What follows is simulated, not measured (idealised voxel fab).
Name of the process module below: voxel capacitor over wiring
Section cut is 215 nm wide and gridded with 5 nm square cells.
In this document a cross-section is written as a grid of square cells. It is given as a series of bands, listed from the top down, and a band is one or more rows of cells.
Heights first: top, then bottom, in nm. Then materials, left to right, each with a width in nm. "throughout" on a single material: fills the band edge to edge. "blank": empty space.
Note: height 0 marks the level under which the wafer is uniformly one material as received. Lowest band unbounded below, written "0 down".
Read "30..40" as a graded width: first number on top, second number at the bottom, same change between each pair of neighbouring rows.
A step reported as "remained the same" is a step in which no cell of the cross-section changed.
Heads up: "Cavities, sealed" only lists the empty pockets with no open path to the top that are 8 cells or more, and it writes them as width x height at distance, distance from the left edge, in nm.
The remark found on a step's line after its settings is issued by the simulator itself and pertains to that step.
"overlay nm" on a masked step: distance the mask lay right of its planned place, negative for left.
Guide to the pairs. Each holds a before and an after cross-section around one process step; the after cross-section is cut off at the lowest band that changed. Look under the pair for the step between them and its settings. Pairs can come from different runs of this module on the same starting wafer, so a pair follows on from the one above it only where its entry headed "Before this step" says it does.
Before this step:
* 80 to 75 | blank: 65; TiN: 55; blank: 95
* 75 to 70 | blank: 65; HfO2: 55; blank: 95
* 70 to 60 | TiN throughout
* 60 to 45 | lowk: 65; TiN: 5; W: 5; TiN: 5; lowk: 135
* 45 to 40 | SiCN: 65; TiN: 15; SiCN: 135
* 40 to 35 | SiCN: 50; TiN: 30; SiCN: 50; TiN: 30; SiCN: 55
* 35 to 0 | SiO2 throughout
* 0 down | Si throughout
* Cavities, sealed: none
Post-Step Appearance:
* 80 to 75 | blank: 65; TiN: 55; blank: 95
* 75 to 70 | blank: 65; HfO2: 55; blank: 95
* 70 to 60 | blank: 60; TiN: 65; blank: 90
* Everything below 60 is unchanged.
* Cavities, sealed: none
What step was run between the cross-section before it and the cross-section after it, both above? MASKED_ETCH with tone cover, mask id LOWER_PLATE, width nm 65, etch materials TiN, depth nm 10, overlay nm 0
Before this step: nothing new to draw here, it's the after view of the pair just above.
Post-Step Appearance:
* 100 to 80 | SiO2 throughout
* 80 to 75 | SiO2: 65; TiN: 55; SiO2: 95
* 75 to 70 | SiO2: 65; HfO2: 55; SiO2: 95
* 70 to 60 | SiO2: 60; TiN: 65; SiO2: 90
* Everything below 60 is unchanged.
* Cavities, sealed: none
What step was run between the cross-section before it and the cross-section after it, both above? FILL_DEP with material SiO2, thk nm 20
Before this step: nothing new to draw here, it's the after view of the pair just above.
Post-Step Appearance:
* 95 to 80 | SiO2 throughout
* Everything below 80 is unchanged.
* Cavities, sealed: none
What step was run between the cross-section before it and the cross-section after it, both above? CMP with height nm 95
Before this step: nothing new to draw here, it's the after view of the pair just above.
Post-Step Appearance:
* 95 to 80 | SiO2: 75; blank: 15; SiO2: 125
* Everything below 80 is unchanged.
* Cavities, sealed: none
What step was run between the cross-section before it and the cross-section after it, both above? MASKED_ETCH with tone open, mask id PLUG_2, width nm 15, etch materials SiO2, depth nm 15, overlay nm 0
Before this step: nothing new to draw here, it's the after view of the pair just above.
Post-Step Appearance:
* 100 to 95 | TiN: 80; blank: 5; TiN: 130
* 95 to 85 | SiO2: 75; TiN: 5; blank: 5; TiN: 5; SiO2: 125
* 85 to 75 | SiO2: 75..65; TiN: 15..55; SiO2: 125..95
* Everything below 75 is unchanged.
* Cavities, sealed: none
What step was run between the cross-section before it and the cross-section after it, both above? CONFORMAL_DEP with material TiN, thk nm 5
Before this step: nothing new to draw here, it's the after view of the pair just above.
Post-Step Appearance:
* 110 to 100 | Cu throughout
* 100 to 95 | TiN: 80; Cu: 5; TiN: 130
* 95 to 85 | SiO2: 75; TiN: 5; Cu: 5; TiN: 5; SiO2: 125
* Everything below 85 is unchanged.
* Cavities, sealed: none
What step was run between the cross-section before it and the cross-section after it, both above? FILL_DEP with material Cu, thk nm 10
Before this step: nothing new to draw here, it's the after view of the pair just above.
Post-Step Appearance:
* 95 to 85 | SiO2: 75; TiN: 5; Cu: 5; TiN: 5; SiO2: 125
* Everything below 85 is unchanged.
* Cavities, sealed: none
What step was run between the cross-section before it and the cross-section after it, both above? CMP with height nm 95
Before this step: nothing new to draw here, it's the after view of the pair just above.
Post-Step Appearance:
* 100 to 95 | SiCN throughout
* Everything below 95 is unchanged.
* Cavities, sealed: none
What step was run between the cross-section before it and the cross-section after it, both above? CONFORMAL_DEP with material SiCN, thk nm 5
Before this step:
* 0 down | Si throughout
* Cavities, sealed: none
Post-Step Appearance:
* 20 to 0 | SiO2 throughout
* Everything below 0 is unchanged.
* Cavities, sealed: none
What step was run between the cross-section before it and the cross-section after it, both above? CONFORMAL_DEP with material SiO2, thk nm 20
Before this step: nothing new to draw here, it's the after view of the pair just above.
Post-Step Appearance:
* 25 to 20 | SiCN throughout
* Everything below 20 is unchanged.
* Cavities, sealed: none
What step was run between the cross-section before it and the cross-section after it, both above? CONFORMAL_DEP with material SiCN, thk nm 5
Before this step: nothing new to draw here, it's the after view of the pair just above.
Post-Step Appearance:
* 45 to 25 | SiO2 throughout
* Everything below 25 is unchanged.
* Cavities, sealed: none
What step was run between the cross-section before it and the cross-section after it, both above? DIRECTIONAL_DEP with material SiO2, thk nm 20
Before this step: nothing new to draw here, it's the after view of the pair just above.
Post-Step Appearance:
* 45 to 25 | SiO2: 50; blank: 30; SiO2: 50; blank: 30; SiO2: 55
* Everything below 25 is unchanged.
* Cavities, sealed: none
What step was run between the cross-section before it and the cross-section after it, both above? MASKED_ETCH with tone open, mask id METAL_1, width nm 30, pitch nm 80, etch materials SiO2, depth nm 20, overlay nm 0
Before this step: nothing new to draw here, it's the after view of the pair just above.
Post-Step Appearance:
* 45 to 25 | SiO2: 50; blank: 30; SiO2: 50; blank: 30; SiO2: 55
* 25 to 20 | SiCN: 50; blank: 30; SiCN: 50; blank: 30; SiCN: 55
* Everything below 20 is unchanged.
* Cavities, sealed: none
What step was run between the cross-section before it and the cross-section after it, both above? MASKED_ETCH with tone open, mask id METAL_1, width nm 30, pitch nm 80, etch materials SiCN, depth nm 5, overlay nm 0
Before this step: nothing new to draw here, it's the after view of the pair just above.
Post-Step Appearance:
* 50 to 45 | TiN: 55; blank: 20; TiN: 60; blank: 20; TiN: 60
* 45 to 25 | SiO2: 50; TiN: 5; blank: 20; TiN: 5; SiO2: 50; TiN: 5; blank: 20; TiN: 5; SiO2: 55
* 25 to 20 | SiCN: 50; TiN: 30; SiCN: 50; TiN: 30; SiCN: 55
* Everything below 20 is unchanged.
* Cavities, sealed: none
What step was run between the cross-section before it and the cross-section after it, both above? CONFORMAL_DEP with material TiN, thk nm 5
Before this step: nothing new to draw here, it's the after view of the pair just above.
Post-Step Appearance:
* 60 to 50 | Cu throughout
* 50 to 45 | TiN: 55; Cu: 20; TiN: 60; Cu: 20; TiN: 60
* 45 to 25 | SiO2: 50; TiN: 5; Cu: 20; TiN: 5; SiO2: 50; TiN: 5; Cu: 20; TiN: 5; SiO2: 55
* Everything below 25 is unchanged.
* Cavities, sealed: none
What step was run between the cross-section before it and the cross-section after it, both above? FILL_DEP with material Cu, thk nm 10
Before this step: nothing new to draw here, it's the after view of the pair just above.
Post-Step Appearance:
* 40 to 25 | SiO2: 50; TiN: 5; Cu: 20; TiN: 5; SiO2: 50; TiN: 5; Cu: 20; TiN: 5; SiO2: 55
* Everything below 25 is unchanged.
* Cavities, sealed: none
What step was run between the cross-section before it and the cross-section after it, both above? CMP with height nm 40
Before this step: nothing new to draw here, it's the after view of the pair just above.
Post-Step Appearance:
* 45 to 40 | SiCN throughout
* Everything below 40 is unchanged.
* Cavities, sealed: none
What step was run between the cross-section before it and the cross-section after it, both above? CONFORMAL_DEP with material SiCN, thk nm 5
Before this step: nothing new to draw here, it's the after view of the pair just above.
Post-Step Appearance:
* 60 to 45 | lowk throughout
* Everything below 45 is unchanged.
* Cavities, sealed: none
What step was run between the cross-section before it and the cross-section after it, both above? DIRECTIONAL_DEP with material lowk, thk nm 15
Before this step: nothing new to draw here, it's the after view of the pair just above.
Post-Step Appearance:
* 60 to 45 | lowk: 65; blank: 15; lowk: 135
* Everything below 45 is unchanged.
* Cavities, sealed: none
What step was run between the cross-section before it and the cross-section after it, both above? MASKED_ETCH with tone open, mask id PLUG_1, width nm 15, etch materials lowk, depth nm 15, overlay nm 0
Before this step: nothing new to draw here, it's the after view of the pair just above.
Post-Step Appearance:
* 60 to 45 | lowk: 65; blank: 15; lowk: 135
* 45 to 40 | SiCN: 65; blank: 15; SiCN: 135
* Everything below 40 is unchanged.
* Cavities, sealed: none
What step was run between the cross-section before it and the cross-section after it, both above? MASKED_ETCH with tone open, mask id PLUG_1, width nm 15, etch materials SiCN, depth nm 5, overlay nm 0
Before this step: nothing new to draw here, it's the after view of the pair just above.
Post-Step Appearance:
* 65 to 60 | TiN: 70; blank: 5; TiN: 140
* 60 to 45 | lowk: 65; TiN: 5; blank: 5; TiN: 5; lowk: 135
* 45 to 40 | SiCN: 65; TiN: 15; SiCN: 135
* Everything below 40 is unchanged.
* Cavities, sealed: none
What step was run between the cross-section before it and the cross-section after it, both above? CONFORMAL_DEP with material TiN, thk nm 5
Before this step: nothing new to draw here, it's the after view of the pair just above.
Post-Step Appearance:
* 75 to 65 | W throughout
* 65 to 60 | TiN: 70; W: 5; TiN: 140
* 60 to 45 | lowk: 65; TiN: 5; W: 5; TiN: 5; lowk: 135
* Everything below 45 is unchanged.
* Cavities, sealed: none
What step was run between the cross-section before it and the cross-section after it, both above? FILL_DEP with material W, thk nm 10
Before this step: nothing new to draw here, it's the after view of the pair just above.
Post-Step Appearance:
* 60 to 45 | lowk: 65; TiN: 5; W: 5; TiN: 5; lowk: 135
* Everything below 45 is unchanged.
* Cavities, sealed: none
What step was run between the cross-section before it and the cross-section after it, both above? CMP with height nm 60
Before this step: nothing new to draw here, it's the after view of the pair just above.
Post-Step Appearance:
* 70 to 60 | TiN throughout
* Everything below 60 is unchanged.
* Cavities, sealed: none
What step was run between the cross-section before it and the cross-section after it, both above? DIRECTIONAL_DEP with material TiN, thk nm 10
Before this step: nothing new to draw here, it's the after view of the pair just above.
Post-Step Appearance:
* 75 to 70 | HfO2 throughout
* Everything below 70 is unchanged.
* Cavities, sealed: none
What step was run between the cross-section before it and the cross-section after it, both above? DIRECTIONAL_DEP with material HfO2, thk nm 5
Before this step: nothing new to draw here, it's the after view of the pair just above.
Post-Step Appearance:
* 80 to 75 | TiN throughout
* Everything below 75 is unchanged.
* Cavities, sealed: none
What step was run between the cross-section before it and the cross-section after it, both above? DIRECTIONAL_DEP with material TiN, thk nm 5
Before this step: nothing new to draw here, it's the after view of the pair just above.
Post-Step Appearance:
* 80 to 75 | blank: 65; TiN: 55; blank: 95
* Everything below 75 is unchanged.
* Cavities, sealed: none
What step was run between the cross-section before it and the cross-section after it, both above? MASKED_ETCH with tone cover, mask id UPPER_PLATE, width nm 55, etch materials TiN, depth nm 5, overlay nm 0
Before this step: nothing new to draw here, it's the after view of the pair just above.
Post-Step Appearance:
* 80 to 75 | blank: 65; TiN: 55; blank: 95
* 75 to 70 | blank: 65; HfO2: 55; blank: 95
* Everything below 70 is unchanged.
* Cavities, sealed: none
What step was run between the cross-section before it and the cross-section after it, both above? MASKED_ETCH with tone cover, mask id UPPER_PLATE, width nm 55, etch materials HfO2, depth nm 5, overlay nm 0
Before this step: nothing new to draw here, it's the after view of the pair just above.
Post-Step Appearance:
* 80 to 75 | blank: 65; TiN: 55; blank: 95
* 75 to 70 | blank: 65; HfO2: 55; blank: 95
* 70 to 60 | blank: 60; TiN: 65; blank: 90
* Everything below 60 is unchanged.
* Cavities, sealed: none
What step was run between the cross-section before it and the cross-section after it, both above? MASKED_ETCH with tone cover, mask id LOWER_PLATE, width nm 65, etch materials TiN, depth nm 10, overlay nm 0
Before this step: nothing new to draw here, it's the after view of the pair just above.
Post-Step Appearance:
* 100 to 80 | SiO2 throughout
* 80 to 75 | SiO2: 65; TiN: 55; SiO2: 95
* 75 to 70 | SiO2: 65; HfO2: 55; SiO2: 95
* 70 to 60 | SiO2: 60; TiN: 65; SiO2: 90
* Everything below 60 is unchanged.
* Cavities, sealed: none
What step was run between the cross-section before it and the cross-section after it, both above? FILL_DEP with material SiO2, thk nm 20
Before this step: nothing new to draw here, it's the after view of the pair just above.
Post-Step Appearance:
* 95 to 80 | SiO2 throughout
* Everything below 80 is unchanged.
* Cavities, sealed: none
What step was run between the cross-section before it and the cross-section after it, both above? CMP with height nm 95
Before this step: nothing new to draw here, it's the after view of the pair just above.
Post-Step Appearance:
* 95 to 80 | SiO2: 75; blank: 15; SiO2: 125
* Everything below 80 is unchanged.
* Cavities, sealed: none
What step was run between the cross-section before it and the cross-section after it, both above? MASKED_ETCH with tone open, mask id PLUG_2, width nm 15, etch materials SiO2, depth nm 15, overlay nm 0
Before this step: nothing new to draw here, it's the after view of the pair just above.
Post-Step Appearance:
* 100 to 95 | TiN: 80; blank: 5; TiN: 130
* 95 to 85 | SiO2: 75; TiN: 5; blank: 5; TiN: 5; SiO2: 125
* 85 to 75 | SiO2: 75..65; TiN: 15..55; SiO2: 125..95
* Everything below 75 is unchanged.
* Cavities, sealed: none
What step was run between the cross-section before it and the cross-section after it, both above? CONFORMAL_DEP with material TiN, thk nm 5
Before this step: nothing new to draw here, it's the after view of the pair just above.
Post-Step Appearance:
* 110 to 100 | Cu throughout
* 100 to 95 | TiN: 80; Cu: 5; TiN: 130
* 95 to 85 | SiO2: 75; TiN: 5; Cu: 5; TiN: 5; SiO2: 125
* Everything below 85 is unchanged.
* Cavities, sealed: none
What step was run between the cross-section before it and the cross-section after it, both above? FILL_DEP with material Cu, thk nm 10
Before this step: nothing new to draw here, it's the after view of the pair just above.
Post-Step Appearance:
* 95 to 85 | SiO2: 75; TiN: 5; Cu: 5; TiN: 5; SiO2: 125
* Everything below 85 is unchanged.
* Cavities, sealed: none
What step was run between the cross-section before it and the cross-section after it, both above? CMP with height nm 95
Before this step: nothing new to draw here, it's the after view of the pair just above.
Post-Step Appearance:
* 100 to 95 | SiCN throughout
* Everything below 95 is unchanged.
* Cavities, sealed: none
What step was run between the cross-section before it and the cross-section after it, both above? CONFORMAL_DEP with material SiCN, thk nm 5
Before this step:
* 80 to 75 | blank: 65; TiN: 55; blank: 95
* 75 to 70 | blank: 65; HfO2: 55; blank: 95
* 70 to 60 | TiN throughout
* 60 to 45 | lowk: 65; TiN: 5; W: 5; TiN: 5; lowk: 135
* 45 to 40 | SiCN: 65; TiN: 15; SiCN: 135
* 40 to 20 | SiO2: 50; TiN: 5; Cu: 20; TiN: 5; SiO2: 50; TiN: 5; Cu: 20; TiN: 5; SiO2: 55
* 20 to 15 | SiCN: 50; TiN: 30; SiCN: 50; TiN: 30; SiCN: 55
* 15 to 0 | SiO2 throughout
* 0 down | Si throughout
* Cavities, sealed: none
Post-Step Appearance:
* 80 to 75 | blank: 65; TiN: 55; blank: 95
* 75 to 70 | blank: 65; HfO2: 55; blank: 95
* 70 to 60 | blank: 55; TiN: 75; blank: 85
* Everything below 60 is unchanged.
* Cavities, sealed: none
What step was run between the cross-section before it and the cross-section after it, both above? MASKED_ETCH with tone cover, mask id LOWER_PLATE, width nm 75, etch materials TiN, depth nm 10, overlay nm 0
Before this step: nothing new to draw here, it's the after view of the pair just above.
Post-Step Appearance:
* 100 to 80 | SiO2 throughout
* 80 to 75 | SiO2: 65; TiN: 55; SiO2: 95
* 75 to 70 | SiO2: 65; HfO2: 55; SiO2: 95
* 70 to 60 | SiO2: 55; TiN: 75; SiO2: 85
* Everything below 60 is unchanged.
* Cavities, sealed: none
What step was run between the cross-section before it and the cross-section after it, both above? FILL_DEP with material SiO2, thk nm 20
Before this step: nothing new to draw here, it's the after view of the pair just above.
Post-Step Appearance:
* 95 to 80 | SiO2 throughout
* Everything below 80 is unchanged.
* Cavities, sealed: none
What step was run between the cross-section before it and the cross-section after it, both above? CMP with height nm 95
Before this step: nothing new to draw here, it's the after view of the pair just above.
Post-Step Appearance:
* 95 to 80 | SiO2: 75; blank: 15; SiO2: 125
* Everything below 80 is unchanged.
* Cavities, sealed: none
What step was run between the cross-section before it and the cross-section after it, both above? MASKED_ETCH with tone open, mask id PLUG_2, width nm 15, etch materials SiO2, depth nm 15, overlay nm 0
Before this step: nothing new to draw here, it's the after view of the pair just above.
Post-Step Appearance:
* 100 to 95 | TiN: 80; blank: 5; TiN: 130
* 95 to 85 | SiO2: 75; TiN: 5; blank: 5; TiN: 5; SiO2: 125
* 85 to 75 | SiO2: 75..65; TiN: 15..55; SiO2: 125..95
* Everything below 75 is unchanged.
* Cavities, sealed: none
What step was run between the cross-section before it and the cross-section after it, both above? CONFORMAL_DEP with material TiN, thk nm 5
Before this step: nothing new to draw here, it's the after view of the pair just above.
Post-Step Appearance:
* 110 to 100 | Cu throughout
* 100 to 95 | TiN: 80; Cu: 5; TiN: 130
* 95 to 85 | SiO2: 75; TiN: 5; Cu: 5; TiN: 5; SiO2: 125
* Everything below 85 is unchanged.
* Cavities, sealed: none
What step was run between the cross-section before it and the cross-section after it, both above? FILL_DEP with material Cu, thk nm 10
Before this step: nothing new to draw here, it's the after view of the pair just above.
Post-Step Appearance:
* 95 to 85 | SiO2: 75; TiN: 5; Cu: 5; TiN: 5; SiO2: 125
* Everything below 85 is unchanged.
* Cavities, sealed: none
What step was run between the cross-section before it and the cross-section after it, both above? CMP with height nm 95
Before this step: nothing new to draw here, it's the after view of the pair just above.
Post-Step Appearance:
* 100 to 95 | SiCN throughout
* Everything below 95 is unchanged.
* Cavities, sealed: none
What step was run between the cross-section before it and the cross-section after it, both above? CONFORMAL_DEP with material SiCN, thk nm 5
Before this step:
* 95 to 80 | SiO2 throughout
* 80 to 75 | SiO2: 65; TiN: 55; SiO2: 95
* 75 to 70 | SiO2: 65; HfO2: 55; SiO2: 95
* 70 to 60 | SiO2: 60; TiN: 65; SiO2: 90
* 60 to 45 | lowk: 65; TiN: 5; W: 5; TiN: 5; lowk: 135
* 45 to 40 | SiCN: 65; TiN: 15; SiCN: 135
* 40 to 20 | SiO2: 50; TiN: 5; Cu: 20; TiN: 5; SiO2: 50; TiN: 5; Cu: 20; TiN: 5; SiO2: 55
* 20 to 15 | SiCN: 50; TiN: 30; SiCN: 50; TiN: 30; SiCN: 55
* 15 to 0 | SiO2 throughout
* 0 down | Si throughout
* Cavities, sealed: none
Post-Step Appearance:
* 95 to 80 | SiO2: 70; blank: 15; SiO2: 130
* Everything below 80 is unchanged.
* Cavities, sealed: none
What step was run between the cross-section before it and the cross-section after it, both above? MASKED_ETCH with tone open, mask id PLUG_2, width nm 15, etch materials SiO2, depth nm 15, overlay nm -5
Before this step: nothing new to draw here, it's the after view of the pair just above.
Post-Step Appearance:
* 100 to 95 | TiN: 75; blank: 5; TiN: 135
* 95 to 85 | SiO2: 70; TiN: 5; blank: 5; TiN: 5; SiO2: 130
* 85 to 75 | SiO2: 70..65; TiN: 15..55; SiO2: 130..95
* Everything below 75 is unchanged.
* Cavities, sealed: none
What step was run between the cross-section before it and the cross-section after it, both above? CONFORMAL_DEP with material TiN, thk nm 5
Before this step: nothing new to draw here, it's the after view of the pair just above.
Post-Step Appearance:
* 110 to 100 | Cu throughout
* 100 to 95 | TiN: 75; Cu: 5; TiN: 135
* 95 to 85 | SiO2: 70; TiN: 5; Cu: 5; TiN: 5; SiO2: 130
* Everything below 85 is unchanged.
* Cavities, sealed: none
What step was run between the cross-section before it and the cross-section after it, both above? FILL_DEP with material Cu, thk nm 10
Before this step: nothing new to draw here, it's the after view of the pair just above.
Post-Step Appearance:
* 95 to 85 | SiO2: 70; TiN: 5; Cu: 5; TiN: 5; SiO2: 130
* Everything below 85 is unchanged.
* Cavities, sealed: none
What step was run between the cross-section before it and the cross-section after it, both above? CMP with height nm 95
Before this step: nothing new to draw here, it's the after view of the pair just above.
Post-Step Appearance:
* 100 to 95 | SiCN throughout
* Everything below 95 is unchanged.
* Cavities, sealed: none
What step was run between the cross-section before it and the cross-section after it, both above? CONFORMAL_DEP with material SiCN, thk nm 5
Before this step:
* 40 to 20 | SiO2: 50; blank: 30; SiO2: 50; blank: 30; SiO2: 55
* 20 to 15 | SiCN: 50; blank: 30; SiCN: 50; blank: 30; SiCN: 55
* 15 to 0 | SiO2 throughout
* 0 down | Si throughout
* Cavities, sealed: none
Post-Step Appearance:
* 45 to 20 | SiO2: 55; blank: 20; SiO2: 60; blank: 20; SiO2: 60
* 20 to 15 | SiCN: 50; SiO2: 30; SiCN: 50; SiO2: 30; SiCN: 55
* Everything below 15 is unchanged.
* Cavities, sealed: none
What step was run between the cross-section before it and the cross-section after it, both above? CONFORMAL_DEP with material SiO2, thk nm 5
Before this step: nothing new to draw here, it's the after view of the pair just above.
Post-Step Appearance:
* 55 to 45 | Cu throughout
* 45 to 20 | SiO2: 55; Cu: 20; SiO2: 60; Cu: 20; SiO2: 60
* Everything below 20 is unchanged.
* Cavities, sealed: none
What step was run between the cross-section before it and the cross-section after it, both above? FILL_DEP with material Cu, thk nm 10
Before this step: nothing new to draw here, it's the after view of the pair just above.
Post-Step Appearance:
* 40 to 20 | SiO2: 55; Cu: 20; SiO2: 60; Cu: 20; SiO2: 60
* Everything below 20 is unchanged.
* Cavities, sealed: none
What step was run between the cross-section before it and the cross-section after it, both above? CMP with height nm 40
Before this step: nothing new to draw here, it's the after view of the pair just above.
Post-Step Appearance:
* 45 to 40 | SiCN throughout
* Everything below 40 is unchanged.
* Cavities, sealed: none
What step was run between the cross-section before it and the cross-section after it, both above? CONFORMAL_DEP with material SiCN, thk nm 5
Before this step: nothing new to draw here, it's the after view of the pair just above.
Post-Step Appearance:
* 60 to 45 | lowk throughout
* Everything below 45 is unchanged.
* Cavities, sealed: none
What step was run between the cross-section before it and the cross-section after it, both above? DIRECTIONAL_DEP with material lowk, thk nm 15
Before this step: nothing new to draw here, it's the after view of the pair just above.
Post-Step Appearance:
* 60 to 45 | lowk: 65; blank: 15; lowk: 135
* Everything below 45 is unchanged.
* Cavities, sealed: none
What step was run between the cross-section before it and the cross-section after it, both above? MASKED_ETCH with tone open, mask id PLUG_1, width nm 15, etch materials lowk, depth nm 15, overlay nm 0
Before this step: nothing new to draw here, it's the after view of the pair just above.
Post-Step Appearance:
* 60 to 45 | lowk: 65; blank: 15; lowk: 135
* 45 to 40 | SiCN: 65; blank: 15; SiCN: 135
* Everything below 40 is unchanged.
* Cavities, sealed: none
What step was run between the cross-section before it and the cross-section after it, both above? MASKED_ETCH with tone open, mask id PLUG_1, width nm 15, etch materials SiCN, depth nm 5, overlay nm 0
Before this step: nothing new to draw here, it's the after view of the pair just above.
Post-Step Appearance:
* 65 to 60 | TiN: 70; blank: 5; TiN: 140
* 60 to 45 | lowk: 65; TiN: 5; blank: 5; TiN: 5; lowk: 135
* 45 to 40 | SiCN: 65; TiN: 15; SiCN: 135
* Everything below 40 is unchanged.
* Cavities, sealed: none
What step was run between the cross-section before it and the cross-section after it, both above? CONFORMAL_DEP with material TiN, thk nm 5
Before this step: nothing new to draw here, it's the after view of the pair just above.
Post-Step Appearance:
* 75 to 65 | W throughout
* 65 to 60 | TiN: 70; W: 5; TiN: 140
* 60 to 45 | lowk: 65; TiN: 5; W: 5; TiN: 5; lowk: 135
* Everything below 45 is unchanged.
* Cavities, sealed: none
What step was run between the cross-section before it and the cross-section after it, both above? FILL_DEP with material W, thk nm 10
Before this step: nothing new to draw here, it's the after view of the pair just above.
Post-Step Appearance:
* 60 to 45 | lowk: 65; TiN: 5; W: 5; TiN: 5; lowk: 135
* Everything below 45 is unchanged.
* Cavities, sealed: none
What step was run between the cross-section before it and the cross-section after it, both above? CMP with height nm 60
Before this step: nothing new to draw here, it's the after view of the pair just above.
Post-Step Appearance:
* 70 to 60 | TiN throughout
* Everything below 60 is unchanged.
* Cavities, sealed: none
What step was run between the cross-section before it and the cross-section after it, both above? DIRECTIONAL_DEP with material TiN, thk nm 10
Before this step: nothing new to draw here, it's the after view of the pair just above.
Post-Step Appearance:
* 75 to 70 | HfO2 throughout
* Everything below 70 is unchanged.
* Cavities, sealed: none
What step was run between the cross-section before it and the cross-section after it, both above? DIRECTIONAL_DEP with material HfO2, thk nm 5
Before this step: nothing new to draw here, it's the after view of the pair just above.
Post-Step Appearance:
* 80 to 75 | TiN throughout
* Everything below 75 is unchanged.
* Cavities, sealed: none
What step was run between the cross-section before it and the cross-section after it, both above? DIRECTIONAL_DEP with material TiN, thk nm 5
Before this step: nothing new to draw here, it's the after view of the pair just above.
Post-Step Appearance:
* 80 to 75 | blank: 65; TiN: 55; blank: 95
* Everything below 75 is unchanged.
* Cavities, sealed: none
What step was run between the cross-section before it and the cross-section after it, both above? MASKED_ETCH with tone cover, mask id UPPER_PLATE, width nm 55, etch materials TiN, depth nm 5, overlay nm 0
Before this step: nothing new to draw here, it's the after view of the pair just above.
Post-Step Appearance:
* 80 to 75 | blank: 65; TiN: 55; blank: 95
* 75 to 70 | blank: 65; HfO2: 55; blank: 95
* Everything below 70 is unchanged.
* Cavities, sealed: none
What step was run between the cross-section before it and the cross-section after it, both above? MASKED_ETCH with tone cover, mask id UPPER_PLATE, width nm 55, etch materials HfO2, depth nm 5, overlay nm 0
Before this step: nothing new to draw here, it's the after view of the pair just above.
Post-Step Appearance:
* 80 to 75 | blank: 65; TiN: 55; blank: 95
* 75 to 70 | blank: 65; HfO2: 55; blank: 95
* 70 to 60 | blank: 60; TiN: 65; blank: 90
* Everything below 60 is unchanged.
* Cavities, sealed: none
What step was run between the cross-section before it and the cross-section after it, both above? MASKED_ETCH with tone cover, mask id LOWER_PLATE, width nm 65, etch materials TiN, depth nm 10, overlay nm 0
Before this step: nothing new to draw here, it's the after view of the pair just above.
Post-Step Appearance:
* 100 to 80 | SiO2 throughout
* 80 to 75 | SiO2: 65; TiN: 55; SiO2: 95
* 75 to 70 | SiO2: 65; HfO2: 55; SiO2: 95
* 70 to 60 | SiO2: 60; TiN: 65; SiO2: 90
* Everything below 60 is unchanged.
* Cavities, sealed: none
What step was run between the cross-section before it and the cross-section after it, both above? FILL_DEP with material SiO2, thk nm 20
Before this step: nothing new to draw here, it's the after view of the pair just above.
Post-Step Appearance:
* 95 to 80 | SiO2 throughout
* Everything below 80 is unchanged.
* Cavities, sealed: none
What step was run between the cross-section before it and the cross-section after it, both above? CMP with height nm 95
Before this step: nothing new to draw here, it's the after view of the pair just above.
Post-Step Appearance:
* 95 to 80 | SiO2: 75; blank: 15; SiO2: 125
* Everything below 80 is unchanged.
* Cavities, sealed: none
What step was run between the cross-section before it and the cross-section after it, both above? MASKED_ETCH with tone open, mask id PLUG_2, width nm 15, etch materials SiO2, depth nm 15, overlay nm 0
Before this step: nothing new to draw here, it's the after view of the pair just above.
Post-Step Appearance:
* 100 to 95 | TiN: 80; blank: 5; TiN: 130
* 95 to 85 | SiO2: 75; TiN: 5; blank: 5; TiN: 5; SiO2: 125
* 85 to 75 | SiO2: 75..65; TiN: 15..55; SiO2: 125..95
* Everything below 75 is unchanged.
* Cavities, sealed: none
What step was run between the cross-section before it and the cross-section after it, both above? CONFORMAL_DEP with material TiN, thk nm 5
Before this step: nothing new to draw here, it's the after view of the pair just above.
Post-Step Appearance:
* 110 to 100 | Cu throughout
* 100 to 95 | TiN: 80; Cu: 5; TiN: 130
* 95 to 85 | SiO2: 75; TiN: 5; Cu: 5; TiN: 5; SiO2: 125
* Everything below 85 is unchanged.
* Cavities, sealed: none
What step was run between the cross-section before it and the cross-section after it, both above? FILL_DEP with material Cu, thk nm 10
Before this step: nothing new to draw here, it's the after view of the pair just above.
Post-Step Appearance:
* 95 to 85 | SiO2: 75; TiN: 5; Cu: 5; TiN: 5; SiO2: 125
* Everything below 85 is unchanged.
* Cavities, sealed: none
What step was run between the cross-section before it and the cross-section after it, both above? CMP with height nm 95
Before this step: nothing new to draw here, it's the after view of the pair just above.
Post-Step Appearance:
* 100 to 95 | SiCN throughout
* Everything below 95 is unchanged.
* Cavities, sealed: none
What step was run between the cross-section before it and the cross-section after it, both above? CONFORMAL_DEP with material SiCN, thk nm 5
Before this step:
* 80 to 75 | TiN throughout
* 75 to 70 | HfO2 throughout
* 70 to 60 | TiN throughout
* 60 to 45 | lowk: 65; TiN: 5; W: 5; TiN: 5; lowk: 135
* 45 to 40 | SiCN: 65; TiN: 15; SiCN: 135
* 40 to 20 | SiO2: 50; TiN: 5; Cu: 20; TiN: 5; SiO2: 50; TiN: 5; Cu: 20; TiN: 5; SiO2: 55
* 20 to 15 | SiCN: 50; TiN: 30; SiCN: 50; TiN: 30; SiCN: 55
* 15 to 0 | SiO2 throughout
* 0 down | Si throughout
* Cavities, sealed: none
Post-Step Appearance:
* 80 to 75 | TiN: 65; blank: 55; TiN: 95
* Everything below 75 is unchanged.
* Cavities, sealed: none
What step was run between the cross-section before it and the cross-section after it, both above? MASKED_ETCH with tone open, mask id UPPER_PLATE, width nm 55, etch materials TiN, depth nm 5, overlay nm 0
Before this step: nothing new to draw here, it's the after view of the pair just above.
Post-Step Appearance:
* 80 to 75 | blank: 60; TiN: 5; blank: 55; TiN: 5; blank: 90
* Everything below 75 is unchanged.
* Cavities, sealed: none
What step was run between the cross-section before it and the cross-section after it, both above? MASKED_ETCH with tone cover, mask id LOWER_PLATE, width nm 65, etch materials TiN, depth nm 10, overlay nm 0
Before this step: nothing new to draw here, it's the after view of the pair just above.
Post-Step Appearance:
* 100 to 80 | SiO2 throughout
* 80 to 75 | SiO2: 60; TiN: 5; SiO2: 55; TiN: 5; SiO2: 90
* Everything below 75 is unchanged.
* Cavities, sealed: none
What step was run between the cross-section before it and the cross-section after it, both above? FILL_DEP with material SiO2, thk nm 20
Before this step: nothing new to draw here, it's the after view of the pair just above.
Post-Step Appearance:
* 95 to 80 | SiO2 throughout
* Everything below 80 is unchanged.
* Cavities, sealed: none
What step was run between the cross-section before it and the cross-section after it, both above? CMP with height nm 95
Before this step: nothing new to draw here, it's the after view of the pair just above.
Post-Step Appearance:
* 95 to 80 | SiO2: 75; blank: 15; SiO2: 125
* Everything below 80 is unchanged.
* Cavities, sealed: none
What step was run between the cross-section before it and the cross-section after it, both above? MASKED_ETCH with tone open, mask id PLUG_2, width nm 15, etch materials SiO2, depth nm 15, overlay nm 0
